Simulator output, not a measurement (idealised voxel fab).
The name of this process module is voxel capacitor over wiring.
Cross-sectional view cut (width: 215 nm; square cell size: 5 nm).
For the purposes of this document, a cross-section shall be understood as a grid of square cells, specified as bands listed in top-to-bottom order, each band consisting of one or more rows of cells. First you get the band's top height and its bottom height, in nm, and then the materials it's made of, left to right, with each width in nm. If you see a single material with "everywhere", that one covers the band edge to edge. "empty" is empty space. Zero point of the height axis is 0; under it, received wafer = one material. Lowest band: continues down indefinitely, "z 0 and below". Quick explanation for "30 to 40": the width changes in equal steps down the rows of cells, from the first number in the band's top row to the second number in its bottom row. "no change", as given for a step, is the statement that not any cell of the cross-section underwent a change during that step. For the entry "Closed void inventory", the listed items are empty spaces with no open way to the top whose size is 8 cells or more; each item follows the pattern width x height at distance, where distance is from the left edge and all three are in nm. If you see something after the settings on a step's line, that's the simulator's own remark about that step. Among the settings permitted on a step's line is "overlay nm"; applied to a step with a mask, it specifies the extent to which the mask lay to the right of its planned position, whereas a negative figure signifies a position to the left.
# Set out below are the planned steps of the process
1. RECEIVE with material Si
2. CONFORMAL_DEP with material SiO2, thk nm 15
3. DIRECTIONAL_DEP with material TiN, thk nm 5
4. DIRECTIONAL_DEP with material Ru, thk nm 25
5. PATTERN with tone cover, mask id METAL_1, material resist, width nm 20, pitch nm 80, thk nm 15, overlay nm 0
6. DIRECTIONAL_ETCH with etch materials Ru, depth nm 25
7. DIRECTIONAL_ETCH with etch materials TiN, depth nm 5
8. STRIP with etch materials resist
9. FILL_DEP with material SiO2, thk nm 5
10. CMP with height nm 45
11. CONFORMAL_DEP with material SiCN, thk nm 5
12. DIRECTIONAL_DEP with material SiO2, thk nm 10
13. PATTERN with tone open, mask id PLUG_1, material resist, width nm 15, thk nm 15, overlay nm 0
14. DIRECTIONAL_ETCH with etch materials SiO2, depth nm 10
15. DIRECTIONAL_ETCH with etch materials SiCN, depth nm 5
16. STRIP with etch materials resist
17. EPI with material Ru, thk nm 10
18. EPI with material Ru, thk nm 5
19. DIRECTIONAL_DEP with material TiN, thk nm 10
20. DIRECTIONAL_DEP with material Al2O3, thk nm 5
21. DIRECTIONAL_DEP with material TiN, thk nm 5
22. DIRECTIONAL_DEP with material aC, thk nm 15
23. PATTERN with tone cover, mask id UPPER_PLATE, material resist, width nm 65, thk nm 30, overlay nm 0
24. DIRECTIONAL_ETCH with etch materials aC, depth nm 15
25. STRIP with etch materials resist
26. DIRECTIONAL_ETCH with etch materials TiN, depth nm 5
27. DIRECTIONAL_ETCH with etch materials Al2O3, depth nm 5
28. STRIP with etch materials aC
29. PATTERN with tone cover, mask id LOWER_PLATE, material resist, width nm 75, thk nm 20, overlay nm 0
30. DIRECTIONAL_ETCH with etch materials TiN, depth nm 10
31. STRIP with etch materials resist
32. FILL_DEP with material SiO2, thk nm 15
33. CMP with height nm 90
34. PATTERN with tone open, mask id PLUG_2, material resist, width nm 15, thk nm 15, overlay nm 0
35. DIRECTIONAL_ETCH with etch materials SiO2, depth nm 10
36. STRIP with etch materials resist
37. CONFORMAL_DEP with material TiN, thk nm 5
38. FILL_DEP with material W, thk nm 10
39. CMP with height nm 90
40. CONFORMAL_DEP with material SiCN, thk nm 5
# Wafer as received: cross-section following step 1
- z 0 and below: Si everywhere
- Closed void inventory: none
# First of two wafers, end-of-module section, run followed plan
- z 95 to 90: SiCN everywhere
- z 90 to 85: 70 nm SiO2  5 nm TiN  5 nm W  5 nm TiN  130 nm SiO2
- z 85 to 75: 70 to 60 nm SiO2  15 to 65 nm TiN  130 to 90 nm SiO2
- z 75 to 70: 60 nm SiO2  65 nm Al2O3  90 nm SiO2
- z 70 to 60: 55 nm SiO2  75 nm TiN  85 nm SiO2
- z 60 to 50: 60 nm SiO2  15 nm Ru  140 nm SiO2
- z 50 to 45: 60 nm SiCN  15 nm Ru  140 nm SiCN
- z 45 to 20: 55 nm SiO2  20 nm Ru  60 nm SiO2  20 nm Ru  60 nm SiO2
- z 20 to 15: 55 nm SiO2  20 nm TiN  60 nm SiO2  20 nm TiN  60 nm SiO2
- z 15 to 0: SiO2 everywhere
- z 0 and below: Si everywhere
- Closed void inventory: none
# This cross-section belongs to the second wafer of two at the end of the module; the start and the plan were shared with the first, and the run included one mistake
- z 95 to 90: SiCN everywhere
- z 90 to 85: 70 nm SiO2  5 nm TiN  5 nm W  5 nm TiN  130 nm SiO2
- z 85 to 75: 70 to 60 nm SiO2  15 to 65 nm TiN  130 to 90 nm SiO2
- z 75 to 70: 60 nm SiO2  65 nm Al2O3  90 nm SiO2
- z 70 to 60: 60 nm SiO2  75 nm TiN  80 nm SiO2
- z 60 to 50: 60 nm SiO2  15 nm Ru  140 nm SiO2
- z 50 to 45: 60 nm SiCN  15 nm Ru  140 nm SiCN
- z 45 to 20: 55 nm SiO2  20 nm Ru  60 nm SiO2  20 nm Ru  60 nm SiO2
- z 20 to 15: 55 nm SiO2  20 nm TiN  60 nm SiO2  20 nm TiN  60 nm SiO2
- z 15 to 0: SiO2 everywhere
- z 0 and below: Si everywhere
- Closed void inventory: none
Run error: off-plan run, step 29, actual operation and settings PATTERN with tone cover, mask id LOWER_PLATE, material resist, width nm 75, thk nm 20, overlay nm 5
When the process is done, the second wafer contains the same cell count of every material as the first wafer, but distributed over other locations.
